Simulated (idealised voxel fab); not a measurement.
voxel ribs on slabs: a process module
FYI the section here is cut, 145 nm wide, cells are 5 nm squares.
The cross-sections in this document take the form of a grid made of square cells. They are written out as bands, in order from top to bottom. Each band consists of one or more rows of cells. Each band's line starts with the height of the band's top and of its bottom, in nm. Then come its materials from left to right, each with its width in nm. One material with "throughout" fills the band from edge to edge. "empty" is empty space. Height datum 0, below which the as-received substrate wafer is one material. Lowest band open at the bottom, running downward: "z 0 and below". The expression "30 to 40" gives the width at the extremes of the band, the first number at its top row of cells and the second at its bottom row, with the width changing by equal amounts from each row to the next in between. Key: "no modification" - step with no changed cell in the cross-section. "Enclosed voids" contains a list of empty spaces, each no smaller than 8 cells and without an open way to the top, written in the form width x height at distance with the distance from the left edge and all three in nm. after a step's settings: what the simulator itself notes on the step. "overlay nm" answers the question of how far to the right of plan the mask lay on a step that has a mask, and when it is negative the answer is to the left.

Steps planned for the process
1. RECEIVE: material Si
2. DIRECTIONAL_DEP: material SiO2, thk nm 25
3. DIRECTIONAL_DEP: material polySi, thk nm 20
4. DIRECTIONAL_DEP: material aC, thk nm 15
5. PATTERN: tone cover, mask id RIB, material resist, width nm 30, thk nm 30, overlay nm 0
6. DIRECTIONAL_ETCH: etch materials aC, depth nm 15
7. STRIP: etch materials resist
8. DIRECTIONAL_ETCH: etch materials polySi, depth nm 10
9. STRIP: etch materials aC
10. DIRECTIONAL_DEP: material aC, thk nm 10
11. PATTERN: tone cover, mask id SLAB, material resist, width nm 80, thk nm 25, overlay nm -15
12. DIRECTIONAL_ETCH: etch materials aC, depth nm 10
13. STRIP: etch materials resist
14. DIRECTIONAL_ETCH: etch materials polySi, depth nm 10
15. STRIP: etch materials aC
16. FILL_DEP: material SiO2, thk nm 20
17. CMP: height nm 55
18. DIRECTIONAL_DEP: material W, thk nm 5
19. DIRECTIONAL_DEP: material aC, thk nm 15
20. PATTERN: tone cover, mask id HEATER, material resist, width nm 40, thk nm 30, overlay nm 0
21. DIRECTIONAL_ETCH: etch materials aC, depth nm 15
22. STRIP: etch materials resist
23. DIRECTIONAL_ETCH: etch materials W, depth nm 5
24. STRIP: etch materials aC
25. CONFORMAL_DEP: material SiO2, thk nm 10
Wafer-to-wafer difference: overlay nm, step 11. Common start. Plan = first wafer's value.

Step 1 complete: as-received cross-section of the first of several wafers
- z 0 and below = Si throughout
- Enclosed voids: none

Tabulated below, wafer by wafer, are the end-of-module results: for each material, the number of cells gained (+) or lost (-) relative to the as-received state, followed by the closed voids
overlay nm -15, +337 SiO2, +8 W, +44 polySi, Enclosed voids: none
overlay nm -10, +337 SiO2, +8 W, +44 polySi, Enclosed voids: none
overlay nm -5, +337 SiO2, +8 W, +44 polySi, Enclosed voids: none
overlay nm 0, +337 SiO2, +8 W, +44 polySi, Enclosed voids: none
overlay nm 5, +337 SiO2, +8 W, +44 polySi, Enclosed voids: none
overlay nm 10, +337 SiO2, +8 W, +44 polySi, Enclosed voids: none
overlay nm 15, +337 SiO2, +8 W, +44 polySi, Enclosed voids: none
